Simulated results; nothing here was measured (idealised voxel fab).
Module name: voxel capacitor over wiring (process module)
It is cross-section cut that appears here, measuring 245 nm in width, its square cells being 5 nm in size.
A cross-section is a grid of square cells, given in bands from the top down. A band is one or more rows of cells.
Per band: top height and bottom height in nm, followed by the left-to-right materials and their widths in nm; "full width" marks a single material spanning edge to edge, "blank" marks empty space.
Height reference: 0 = level under which incoming wafer is all one material. Lowest band: no bottom, runs on downward, e.g. "0 nm and below".
Per-row width for "30..40": begins at first number (top row of band), ends at second number (bottom row), increment between rows held constant.
"no alterations made" -> step changed no cross-section cell.
So "Closed void roster" is basically the list of trapped voids: any empty space of 8 cells or more that can't reach the top through an opening. They're written width x height at distance, the distance being from the left edge, and it's all nm.
Past the settings on a step's line: simulator remark, on that step.
The "overlay nm" setting may appear on a step's line; for a step that uses a mask, it gives how far to the right of its planned position the mask lay, and a negative value indicates the left.
BELOW IS THE LIST OF PLANNED PROCESS STEPS
1. RECEIVE with material Si
2. CONFORMAL_DEP with material SiO2, thk nm 15
3. DIRECTIONAL_DEP with material TiN, thk nm 5
4. DIRECTIONAL_DEP with material W, thk nm 20
5. DIRECTIONAL_DEP with material aC, thk nm 15
6. PATTERN with tone cover, mask id METAL_1, material resist, width nm 30, pitch nm 90, thk nm 35, overlay nm 0
7. DIRECTIONAL_ETCH with etch materials aC, depth nm 15
8. STRIP with etch materials resist
9. DIRECTIONAL_ETCH with etch materials W, depth nm 20
10. DIRECTIONAL_ETCH with etch materials TiN, depth nm 5
11. STRIP with etch materials aC
12. FILL_DEP with material lowk, thk nm 5
13. CMP with height nm 40
14. CONFORMAL_DEP with material SiCN, thk nm 5
15. DIRECTIONAL_DEP with material lowk, thk nm 10
16. DIRECTIONAL_DEP with material aC, thk nm 10
17. PATTERN with tone open, mask id PLUG_1, material resist, width nm 15, thk nm 25, overlay nm 0
18. DIRECTIONAL_ETCH with etch materials aC, depth nm 10
19. STRIP with etch materials resist
20. DIRECTIONAL_ETCH with etch materials lowk, depth nm 10
21. DIRECTIONAL_ETCH with etch materials SiCN, depth nm 5
22. STRIP with etch materials aC
23. EPI with material Ru, thk nm 10
24. EPI with material Ru, thk nm 5
25. DIRECTIONAL_DEP with material TiN, thk nm 5
26. DIRECTIONAL_DEP with material Al2O3, thk nm 5
27. DIRECTIONAL_DEP with material TiN, thk nm 5
28. PATTERN with tone cover, mask id UPPER_PLATE, material resist, width nm 65, thk nm 15, overlay nm 0
29. DIRECTIONAL_ETCH with etch materials TiN, depth nm 5
30. DIRECTIONAL_ETCH with etch materials Al2O3, depth nm 5
31. STRIP with etch materials resist
32. DIRECTIONAL_DEP with material aC, thk nm 10
33. PATTERN with tone cover, mask id LOWER_PLATE, material resist, width nm 75, thk nm 30, overlay nm 0
34. DIRECTIONAL_ETCH with etch materials aC, depth nm 10
35. STRIP with etch materials resist
36. DIRECTIONAL_ETCH with etch materials TiN, depth nm 5
37. STRIP with etch materials aC
38. FILL_DEP with material SiO2, thk nm 15
39. CMP with height nm 80
40. PATTERN with tone open, mask id PLUG_2, material resist, width nm 15, thk nm 15, overlay nm 0
41. DIRECTIONAL_ETCH with etch materials SiO2, depth nm 10
42. STRIP with etch materials resist
43. CONFORMAL_DEP with material TiN, thk nm 5
44. FILL_DEP with material Cu, thk nm 10
45. CMP with height nm 80
46. CONFORMAL_DEP with material SiN, thk nm 5
FIRST OF THE TWO WAFERS, RUN PER PLAN
CROSS-SECTION, INCOMING MATERIAL, AFTER STEP 1
> 0 nm and below  Si full width
> Closed void roster: none
CROSS-SECTION OF THE WAFER AFTER STEP 2
> 15 nm to 0 nm  SiO2 full width
> Below a height of 0, the structure has not been altered.
CROSS-SECTION OF THE WAFER AFTER STEP 3
> 20 nm to 15 nm  TiN full width
> Below a height of 15, the structure has not been altered.
CROSS-SECTION OF THE WAFER AFTER STEP 4
> 40 nm to 20 nm  W full width
> Below a height of 20, the structure has not been altered.
CROSS-SECTION OF THE WAFER AFTER STEP 5
> 55 nm to 40 nm  aC full width
> Below a height of 40, the structure has not been altered.
CROSS-SECTION OF THE WAFER AFTER STEP 6
> 90 nm to 55 nm  blank 60 nm; resist 30 nm; blank 60 nm; resist 30 nm; blank 65 nm
> Below a height of 55, the structure has not been altered.
CROSS-SECTION OF THE WAFER AFTER STEP 7
> 75 nm to 55 nm  blank 60 nm; resist 30 nm; blank 60 nm; resist 30 nm; blank 65 nm
> 55 nm to 40 nm  blank 60 nm; aC 30 nm; blank 60 nm; aC 30 nm; blank 65 nm
> Below a height of 40, the structure has not been altered.
CROSS-SECTION OF THE WAFER AFTER STEP 8
> 55 nm to 40 nm  blank 60 nm; aC 30 nm; blank 60 nm; aC 30 nm; blank 65 nm
> Below a height of 40, the structure has not been altered.
CROSS-SECTION OF THE WAFER AFTER STEP 9
> 55 nm to 40 nm  blank 60 nm; aC 30 nm; blank 60 nm; aC 30 nm; blank 65 nm
> 40 nm to 20 nm  blank 60 nm; W 30 nm; blank 60 nm; W 30 nm; blank 65 nm
> Below a height of 20, the structure has not been altered.
CROSS-SECTION OF THE WAFER AFTER STEP 10
> 55 nm to 40 nm  blank 60 nm; aC 30 nm; blank 60 nm; aC 30 nm; blank 65 nm
> 40 nm to 20 nm  blank 60 nm; W 30 nm; blank 60 nm; W 30 nm; blank 65 nm
> 20 nm to 15 nm  blank 60 nm; TiN 30 nm; blank 60 nm; TiN 30 nm; blank 65 nm
> Below a height of 15, the structure has not been altered.
CROSS-SECTION OF THE WAFER AFTER STEP 11
> 40 nm to 20 nm  blank 60 nm; W 30 nm; blank 60 nm; W 30 nm; blank 65 nm
> Below a height of 20, the structure has not been altered.
CROSS-SECTION OF THE WAFER AFTER STEP 12
> 45 nm to 40 nm  lowk full width
> 40 nm to 20 nm  lowk 60 nm; W 30 nm; lowk 60 nm; W 30 nm; lowk 65 nm
> 20 nm to 15 nm  lowk 60 nm; TiN 30 nm; lowk 60 nm; TiN 30 nm; lowk 65 nm
> Below a height of 15, the structure has not been altered.
CROSS-SECTION OF THE WAFER AFTER STEP 13
> 40 nm to 20 nm  lowk 60 nm; W 30 nm; lowk 60 nm; W 30 nm; lowk 65 nm
> Below a height of 20, the structure has not been altered.
CROSS-SECTION OF THE WAFER AFTER STEP 14
> 45 nm to 40 nm  SiCN full width
> Below a height of 40, the structure has not been altered.
CROSS-SECTION OF THE WAFER AFTER STEP 15
> 55 nm to 45 nm  lowk full width
> Below a height of 45, the structure has not been altered.
CROSS-SECTION OF THE WAFER AFTER STEP 16
> 65 nm to 55 nm  aC full width
> Below a height of 55, the structure has not been altered.
CROSS-SECTION OF THE WAFER AFTER STEP 17
> 90 nm to 65 nm  resist 75 nm; blank 15 nm; resist 155 nm
> Below a height of 65, the structure has not been altered.
CROSS-SECTION OF THE WAFER AFTER STEP 18
> 80 nm to 65 nm  resist 75 nm; blank 15 nm; resist 155 nm
> 65 nm to 55 nm  aC 75 nm; blank 15 nm; aC 155 nm
> Below a height of 55, the structure has not been altered.
CROSS-SECTION OF THE WAFER AFTER STEP 19
> 65 nm to 55 nm  aC 75 nm; blank 15 nm; aC 155 nm
> Below a height of 55, the structure has not been altered.
CROSS-SECTION OF THE WAFER AFTER STEP 20
> 65 nm to 55 nm  aC 75 nm; blank 15 nm; aC 155 nm
> 55 nm to 45 nm  lowk 75 nm; blank 15 nm; lowk 155 nm
> Below a height of 45, the structure has not been altered.
CROSS-SECTION OF THE WAFER AFTER STEP 21
> 65 nm to 55 nm  aC 75 nm; blank 15 nm; aC 155 nm
> 55 nm to 45 nm  lowk 75 nm; blank 15 nm; lowk 155 nm
> 45 nm to 40 nm  SiCN 75 nm; blank 15 nm; SiCN 155 nm
> Below a height of 40, the structure has not been altered.
CROSS-SECTION OF THE WAFER AFTER STEP 22
> 55 nm to 45 nm  lowk 75 nm; blank 15 nm; lowk 155 nm
> Below a height of 45, the structure has not been altered.
CROSS-SECTION OF THE WAFER AFTER STEP 23
> 55 nm to 50 nm  lowk 75 nm; blank 15 nm; lowk 155 nm
> 50 nm to 45 nm  lowk 75 nm; Ru 15 nm; lowk 155 nm
> 45 nm to 40 nm  SiCN 75 nm; Ru 15 nm; SiCN 155 nm
> Below a height of 40, the structure has not been altered.
CROSS-SECTION OF THE WAFER AFTER STEP 24
> 55 nm to 45 nm  lowk 75 nm; Ru 15 nm; lowk 155 nm
> Below a height of 45, the structure has not been altered.
CROSS-SECTION OF THE WAFER AFTER STEP 25
> 60 nm to 55 nm  TiN full width
> Below a height of 55, the structure has not been altered.
CROSS-SECTION OF THE WAFER AFTER STEP 26
> 65 nm to 60 nm  Al2O3 full width
> Below a height of 60, the structure has not been altered.
CROSS-SECTION OF THE WAFER AFTER STEP 27
> 70 nm to 65 nm  TiN full width
> Below a height of 65, the structure has not been altered.
CROSS-SECTION OF THE WAFER AFTER STEP 28
> 85 nm to 70 nm  blank 75 nm; resist 65 nm; blank 105 nm
> Below a height of 70, the structure has not been altered.
CROSS-SECTION OF THE WAFER AFTER STEP 29
> 85 nm to 70 nm  blank 75 nm; resist 65 nm; blank 105 nm
> 70 nm to 65 nm  blank 75 nm; TiN 65 nm; blank 105 nm
> Below a height of 65, the structure has not been altered.
CROSS-SECTION OF THE WAFER AFTER STEP 30
> 85 nm to 70 nm  blank 75 nm; resist 65 nm; blank 105 nm
> 70 nm to 65 nm  blank 75 nm; TiN 65 nm; blank 105 nm
> 65 nm to 60 nm  blank 75 nm; Al2O3 65 nm; blank 105 nm
> Below a height of 60, the structure has not been altered.
CROSS-SECTION OF THE WAFER AFTER STEP 31
> 70 nm to 65 nm  blank 75 nm; TiN 65 nm; blank 105 nm
> Below a height of 65, the structure has not been altered.
CROSS-SECTION OF THE WAFER AFTER STEP 32
> 80 nm to 70 nm  blank 75 nm; aC 65 nm; blank 105 nm
> 70 nm to 65 nm  aC 75 nm; TiN 65 nm; aC 105 nm
> 65 nm to 60 nm  aC 75 nm; Al2O3 65 nm; aC 105 nm
> Below a height of 60, the structure has not been altered.
CROSS-SECTION OF THE WAFER AFTER STEP 33
> 110 nm to 80 nm  blank 70 nm; resist 75 nm; blank 100 nm
> 80 nm to 70 nm  blank 70 nm; resist 5 nm; aC 65 nm; resist 5 nm; blank 100 nm
> Below a height of 70, the structure has not been altered.
CROSS-SECTION OF THE WAFER AFTER STEP 34
> 100 nm to 80 nm  blank 70 nm; resist 75 nm; blank 100 nm
> 80 nm to 70 nm  blank 70 nm; resist 5 nm; aC 65 nm; resist 5 nm; blank 100 nm
> 70 nm to 65 nm  blank 70 nm; aC 5 nm; TiN 65 nm; aC 5 nm; blank 100 nm
> 65 nm to 60 nm  blank 70 nm; aC 5 nm; Al2O3 65 nm; aC 5 nm; blank 100 nm
> Below a height of 60, the structure has not been altered.
CROSS-SECTION OF THE WAFER AFTER STEP 35
> 80 nm to 70 nm  blank 75 nm; aC 65 nm; blank 105 nm
> Below a height of 70, the structure has not been altered.
CROSS-SECTION OF THE WAFER AFTER STEP 36
> 80 nm to 70 nm  blank 75 nm; aC 65 nm; blank 105 nm
> 70 nm to 65 nm  blank 70 nm; aC 5 nm; TiN 65 nm; aC 5 nm; blank 100 nm
> 65 nm to 60 nm  blank 70 nm; aC 5 nm; Al2O3 65 nm; aC 5 nm; blank 100 nm
> 60 nm to 55 nm  blank 70 nm; TiN 75 nm; blank 100 nm
> Below a height of 55, the structure has not been altered.
CROSS-SECTION OF THE WAFER AFTER STEP 37
> 70 nm to 65 nm  blank 75 nm; TiN 65 nm; blank 105 nm
> 65 nm to 60 nm  blank 75 nm; Al2O3 65 nm; blank 105 nm
> Below a height of 60, the structure has not been altered.
CROSS-SECTION OF THE WAFER AFTER STEP 38
> 85 nm to 70 nm  SiO2 full width
> 70 nm to 65 nm  SiO2 75 nm; TiN 65 nm; SiO2 105 nm
> 65 nm to 60 nm  SiO2 75 nm; Al2O3 65 nm; SiO2 105 nm
> 60 nm to 55 nm  SiO2 70 nm; TiN 75 nm; SiO2 100 nm
> Below a height of 55, the structure has not been altered.
CROSS-SECTION OF THE WAFER AFTER STEP 39
> 80 nm to 70 nm  SiO2 full width
> Below a height of 70, the structure has not been altered.
CROSS-SECTION OF THE WAFER AFTER STEP 40
> 95 nm to 80 nm  resist 85 nm; blank 15 nm; resist 145 nm
> Below a height of 80, the structure has not been altered.
CROSS-SECTION OF THE WAFER AFTER STEP 41
> 95 nm to 80 nm  resist 85 nm; blank 15 nm; resist 145 nm
> 80 nm to 70 nm  SiO2 85 nm; blank 15 nm; SiO2 145 nm
> Below a height of 70, the structure has not been altered.
CROSS-SECTION OF THE WAFER AFTER STEP 42
> 80 nm to 70 nm  SiO2 85 nm; blank 15 nm; SiO2 145 nm
> Below a height of 70, the structure has not been altered.
CROSS-SECTION OF THE WAFER AFTER STEP 43
> 85 nm to 80 nm  TiN 90 nm; blank 5 nm; TiN 150 nm
> 80 nm to 75 nm  SiO2 85 nm; TiN 5 nm; blank 5 nm; TiN 5 nm; SiO2 145 nm
> 75 nm to 65 nm  SiO2 85..75 nm; TiN 15..65 nm; SiO2 145..105 nm
> Below a height of 65, the structure has not been altered.
CROSS-SECTION OF THE WAFER AFTER STEP 44
> 95 nm to 85 nm  Cu full width
> 85 nm to 80 nm  TiN 90 nm; Cu 5 nm; TiN 150 nm
> 80 nm to 75 nm  SiO2 85 nm; TiN 5 nm; Cu 5 nm; TiN 5 nm; SiO2 145 nm
> Below a height of 75, the structure has not been altered.
CROSS-SECTION OF THE WAFER AFTER STEP 45
> 80 nm to 75 nm  SiO2 85 nm; TiN 5 nm; Cu 5 nm; TiN 5 nm; SiO2 145 nm
> Below a height of 75, the structure has not been altered.
CROSS-SECTION OF THE WAFER AFTER STEP 46
> 85 nm to 80 nm  SiN full width
> Below a height of 80, the structure has not been altered.
IT IS TO BE NOTED THAT THE SECOND WAFER PROCEEDED FROM THE SAME INITIAL STATE AND ACCORDING TO THE SAME PLAN AS THE FIRST, ALTHOUGH ONE MISTAKE WAS COMMITTED IN ITS EXECUTION; THROUGH STEP 32, INCLUSIVE, THE TWO WAFERS SHARE AN IDENTICAL HISTORY
CROSS-SECTION OF THE SECOND WAFER AT THE TIME STEP 33 OF THE PLAN SHOULD HAVE ENDED
> 110 nm to 80 nm  blank 65 nm; resist 85 nm; blank 95 nm
> 80 nm to 70 nm  blank 65 nm; resist 10 nm; aC 65 nm; resist 10 nm; blank 95 nm
> Below a height of 70, the structure has not been altered.
CROSS-SECTION OF THE SECOND WAFER AT THE TIME STEP 34 OF THE PLAN SHOULD HAVE ENDED
> 100 nm to 80 nm  blank 65 nm; resist 85 nm; blank 95 nm
> 80 nm to 70 nm  blank 65 nm; resist 10 nm; aC 65 nm; resist 10 nm; blank 95 nm
> 70 nm to 65 nm  blank 65 nm; aC 10 nm; TiN 65 nm; aC 10 nm; blank 95 nm
> 65 nm to 60 nm  blank 65 nm; aC 10 nm; Al2O3 65 nm; aC 10 nm; blank 95 nm
> Below a height of 60, the structure has not been altered.
CROSS-SECTION OF THE SECOND WAFER AT THE TIME STEP 35 OF THE PLAN SHOULD HAVE ENDED
> 80 nm to 70 nm  blank 75 nm; aC 65 nm; blank 105 nm
> Below a height of 70, the structure has not been altered.
CROSS-SECTION OF THE SECOND WAFER AT THE TIME STEP 36 OF THE PLAN SHOULD HAVE ENDED
> 80 nm to 70 nm  blank 75 nm; aC 65 nm; blank 105 nm
> 70 nm to 65 nm  blank 65 nm; aC 10 nm; TiN 65 nm; aC 10 nm; blank 95 nm
> 65 nm to 60 nm  blank 65 nm; aC 10 nm; Al2O3 65 nm; aC 10 nm; blank 95 nm
> 60 nm to 55 nm  blank 65 nm; TiN 85 nm; blank 95 nm
> Below a height of 55, the structure has not been altered.
CROSS-SECTION OF THE SECOND WAFER AT THE TIME STEP 37 OF THE PLAN SHOULD HAVE ENDED
> 70 nm to 65 nm  blank 75 nm; TiN 65 nm; blank 105 nm
> 65 nm to 60 nm  blank 75 nm; Al2O3 65 nm; blank 105 nm
> Below a height of 60, the structure has not been altered.
CROSS-SECTION OF THE SECOND WAFER AT THE TIME STEP 38 OF THE PLAN SHOULD HAVE ENDED
> 85 nm to 70 nm  SiO2 full width
> 70 nm to 65 nm  SiO2 75 nm; TiN 65 nm; SiO2 105 nm
> 65 nm to 60 nm  SiO2 75 nm; Al2O3 65 nm; SiO2 105 nm
> 60 nm to 55 nm  SiO2 65 nm; TiN 85 nm; SiO2 95 nm
> Below a height of 55, the structure has not been altered.
CROSS-SECTION OF THE SECOND WAFER AT THE TIME STEP 39 OF THE PLAN SHOULD HAVE ENDED
> 80 nm to 70 nm  SiO2 full width
> Below a height of 70, the structure has not been altered.
CROSS-SECTION OF THE SECOND WAFER AT THE TIME STEP 40 OF THE PLAN SHOULD HAVE ENDED
> 95 nm to 80 nm  resist 85 nm; blank 15 nm; resist 145 nm
> Below a height of 80, the structure has not been altered.
CROSS-SECTION OF THE SECOND WAFER AT THE TIME STEP 41 OF THE PLAN SHOULD HAVE ENDED
> 95 nm to 80 nm  resist 85 nm; blank 15 nm; resist 145 nm
> 80 nm to 70 nm  SiO2 85 nm; blank 15 nm; SiO2 145 nm
> Below a height of 70, the structure has not been altered.
CROSS-SECTION OF THE SECOND WAFER AT THE TIME STEP 42 OF THE PLAN SHOULD HAVE ENDED
> 80 nm to 70 nm  SiO2 85 nm; blank 15 nm; SiO2 145 nm
> Below a height of 70, the structure has not been altered.
CROSS-SECTION OF THE SECOND WAFER AT THE TIME STEP 43 OF THE PLAN SHOULD HAVE ENDED
> 85 nm to 80 nm  TiN 90 nm; blank 5 nm; TiN 150 nm
> 80 nm to 75 nm  SiO2 85 nm; TiN 5 nm; blank 5 nm; TiN 5 nm; SiO2 145 nm
> 75 nm to 65 nm  SiO2 85..75 nm; TiN 15..65 nm; SiO2 145..105 nm
> Below a height of 65, the structure has not been altered.
CROSS-SECTION OF THE SECOND WAFER AT THE TIME STEP 44 OF THE PLAN SHOULD HAVE ENDED
> 95 nm to 85 nm  Cu full width
> 85 nm to 80 nm  TiN 90 nm; Cu 5 nm; TiN 150 nm
> 80 nm to 75 nm  SiO2 85 nm; TiN 5 nm; Cu 5 nm; TiN 5 nm; SiO2 145 nm
> Below a height of 75, the structure has not been altered.
CROSS-SECTION OF THE SECOND WAFER AT THE TIME STEP 45 OF THE PLAN SHOULD HAVE ENDED
> 80 nm to 75 nm  SiO2 85 nm; TiN 5 nm; Cu 5 nm; TiN 5 nm; SiO2 145 nm
> Below a height of 75, the structure has not been altered.
CROSS-SECTION OF THE SECOND WAFER AT THE TIME STEP 46 OF THE PLAN SHOULD HAVE ENDED
> 85 nm to 80 nm  SiN full width
> Below a height of 80, the structure has not been altered.
Processing error: step 33 was not run as planned; what actually ran was PATTERN with tone cover, mask id LOWER_PLATE, material resist, width nm 85, thk nm 30, overlay nm 0
End of process, cell counts, second wafer against first, materials with more or fewer: 2 fewer of SiO2; 2 more of TiN
